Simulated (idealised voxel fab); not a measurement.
The name of this process module is voxel transistor to metal.
It is cross-section cut that appears here, measuring 195 nm in width, its square cells being 5 nm in size.
If you're reading a cross-section in this doc, picture square cells in a grid; it comes to you as bands, top ones listed first down to the bottom, and a band can be one or more rows of cells.
Each band's line starts with the height of the band's top and of its bottom, in nm. Then come its materials from left to right, each with its width in nm. One material with "all across" fills the band from edge to edge. "empty" is empty space.
Where do heights start? At 0: under that level the wafer as delivered is made of one material only. And the lowest band has no floor; it just carries on downward, as in "z 0 and below".
Read "30->40" as a graded width: first number on top, second number at the bottom, same change between each pair of neighbouring rows.
When a step is marked "nothing altered", none of the cells in the cross-section changed during that step.
So "Closed cavity list" is basically the list of trapped voids: any empty space of 8 cells or more that can't reach the top through an opening. They're written width x height at distance, the distance being from the left edge, and it's all nm.
Whatever follows a step's settings on its line is a remark the simulator itself makes about that step.
overlay nm: right-of-plan distance of the mask on a masked step; negative values mean left-of-plan.
Steps in the process plan:
1. RECEIVE,material Si
2. OXIDIZE,depth nm 5
3. CONFORMAL_DEP,material SiN,thk nm 10
4. DIRECTIONAL_DEP,material aC,thk nm 10
5. PATTERN,tone cover,mask id ACTIVE,material resist,width nm 115,thk nm 30,overlay nm 0
6. DIRECTIONAL_ETCH,etch materials aC,depth nm 10
7. STRIP,etch materials resist
8. DIRECTIONAL_ETCH,etch materials SiN,depth nm 10
9. DIRECTIONAL_ETCH,etch materials SiO2,depth nm 5
10. DIRECTIONAL_ETCH,etch materials Si,depth nm 20
11. STRIP,etch materials aC
12. OXIDIZE,depth nm 5
13. FILL_DEP,material SiO2,thk nm 5
14. CMP,height nm 10
15. SELECTIVE_ETCH,etch materials SiO2,depth nm 10
16. STRIP,etch materials SiN
17. SELECTIVE_ETCH,etch materials SiO2,depth nm 5
18. OXIDIZE,depth nm 5
19. DIRECTIONAL_DEP,material polySi,thk nm 30
20. DIRECTIONAL_DEP,material SiCN,thk nm 15
21. PATTERN,tone cover,mask id GATE,material resist,width nm 25,thk nm 20,overlay nm 0
22. DIRECTIONAL_ETCH,etch materials SiCN,depth nm 25
23. DIRECTIONAL_ETCH,etch materials polySi,depth nm 40
24. STRIP,etch materials resist
25. CONFORMAL_DEP,material SiO2,thk nm 5
26. DIRECTIONAL_ETCH,etch materials SiO2,depth nm 5
27. CONFORMAL_DEP,material SiN,thk nm 5
28. DIRECTIONAL_ETCH,etch materials SiN,depth nm 5
29. DIRECTIONAL_ETCH,etch materials SiO2,depth nm 5
30. DIRECTIONAL_ETCH,etch materials Si,depth nm 10
31. EPI,material nSi,thk nm 10
32. FILL_DEP,material SiO2,thk nm 10
33. CMP,height nm 25
34. STRIP,etch materials polySi
35. SELECTIVE_ETCH,etch materials SiO2,depth nm 5
36. CONFORMAL_DEP,material HfO2,thk nm 5
37. CONFORMAL_DEP,material TiN,thk nm 5
38. FILL_DEP,material W,thk nm 10
39. CMP,height nm 20
40. DIRECTIONAL_DEP,material SiO2,thk nm 10
41. MASKED_ETCH,tone open,mask id CONTACT,width nm 20,pitch nm 85,etch materials SiO2,depth nm 40,overlay nm 0
42. CONFORMAL_DEP,material TiN,thk nm 5
43. FILL_DEP,material W,thk nm 5
44. CMP,height nm 30
45. CONFORMAL_DEP,material SiN,thk nm 5
46. DIRECTIONAL_DEP,material SiO2,thk nm 20
47. MASKED_ETCH,tone open,mask id METAL_1,width nm 20,pitch nm 85,etch materials SiO2,depth nm 20,overlay nm 0
48. MASKED_ETCH,tone open,mask id METAL_1,width nm 20,pitch nm 85,etch materials SiN,depth nm 5,overlay nm 0
49. CONFORMAL_DEP,material TiN,thk nm 5
50. FILL_DEP,material W,thk nm 10
51. CMP,height nm 55
52. EPI,material Ru,thk nm 5
53. FILL_DEP,material SiCN,thk nm 5
54. DIRECTIONAL_DEP,material lowk,thk nm 30
55. DIRECTIONAL_DEP,material aC,thk nm 15
56. PATTERN,tone open,mask id METAL_2_HOLES,material resist,width nm 15,pitch nm 85,thk nm 30,overlay nm 0
57. DIRECTIONAL_ETCH,etch materials aC,depth nm 15
58. STRIP,etch materials resist
59. DIRECTIONAL_ETCH,etch materials lowk,depth nm 30
60. STRIP,etch materials aC
61. MASKED_ETCH,tone open,mask id METAL_2,width nm 20,pitch nm 85,etch materials lowk,depth nm 20,overlay nm 0
62. MASKED_ETCH,tone open,mask id METAL_2,width nm 20,pitch nm 85,etch materials SiCN,depth nm 5,overlay nm 0
63. CONFORMAL_DEP,material TiN,thk nm 5
64. FILL_DEP,material Cu,thk nm 10
65. CMP,height nm 95
66. CONFORMAL_DEP,material SiN,thk nm 5
Cross-section, incoming material, after step 1:
  z 0 and below | Si all across
  Closed cavity list: none
Below is the wafer in cross-section after the module was completed. It began from the starting point shown above and followed the plan shown above, except that one mistake was made while running it:
  z 100 to 95 | SiN all across
  z 95 to 80 | lowk 45 nm, TiN 5 nm, Cu 10 nm, TiN 5 nm, lowk 65 nm, TiN 5 nm, Cu 10 nm, TiN 5 nm, lowk 45 nm
  z 80 to 75 | lowk 45 nm, TiN 5 nm, Cu 5 nm, TiN 10 nm, lowk 65 nm, TiN 5 nm, Cu 5 nm, TiN 10 nm, lowk 45 nm
  z 75 to 65 | lowk 45 nm, TiN 5 nm, Cu 5 nm, TiN 5 nm, lowk 70 nm, TiN 5 nm, Cu 5 nm, TiN 5 nm, lowk 50 nm
  z 65 to 60 | SiCN 45 nm, TiN 15 nm, SiCN 70 nm, TiN 15 nm, SiCN 50 nm
  z 60 to 55 | SiCN 35 nm, Ru 40 nm, SiCN 45 nm, Ru 40 nm, SiCN 35 nm
  z 55 to 40 | SiO2 40 nm, TiN 5 nm, W 20 nm, TiN 5 nm, SiO2 55 nm, TiN 5 nm, W 20 nm, TiN 5 nm, SiO2 40 nm
  z 40 to 35 | SiO2 40 nm, TiN 10 nm, W 10 nm, TiN 10 nm, SiO2 55 nm, TiN 10 nm, W 10 nm, TiN 10 nm, SiO2 40 nm
  z 35 to 30 | SiN 45 nm, TiN 20 nm, SiN 65 nm, TiN 20 nm, SiN 45 nm
  z 30 to 20 | SiO2 45 nm, TiN 5 nm, W 10 nm, TiN 5 nm, SiO2 65 nm, TiN 5 nm, W 10 nm, TiN 5 nm, SiO2 45 nm
  z 20 to 0 | SiO2 45 nm, TiN 5 nm, W 10 nm, TiN 5 nm, SiO2 10 nm, SiN 5 nm, HfO2 5 nm, TiN 5 nm, W 15 nm, TiN 5 nm, HfO2 5 nm, SiN 5 nm, SiO2 10 nm, TiN 5 nm, W 10 nm, TiN 5 nm, SiO2 45 nm
  z 0 to -5 | SiO2 45 nm, TiN 5 nm, W 10 nm, TiN 5 nm, nSi 10 nm, SiN 5 nm, HfO2 5 nm, TiN 25 nm, HfO2 5 nm, SiN 5 nm, nSi 10 nm, TiN 5 nm, W 10 nm, TiN 5 nm, SiO2 45 nm
  z -5 to -10 | SiO2 45 nm, TiN 20 nm, nSi 10 nm, SiO2 5 nm, HfO2 35 nm, SiO2 5 nm, nSi 10 nm, TiN 20 nm, SiO2 45 nm
  z -10 to -20 | SiO2 45 nm, nSi 30 nm, Si 45 nm, nSi 30 nm, SiO2 45 nm
  z -20 to -30 | SiO2 45 nm, Si 105 nm, SiO2 45 nm
  z -30 and below | Si all across
  Closed cavity list: none
Deviation noted in wafer processing: step 47: run off-plan, actual operation and settings MASKED_ETCH,tone open,mask id METAL_1,width nm 30,pitch nm 85,etch materials SiO2,depth nm 20,overlay nm 0
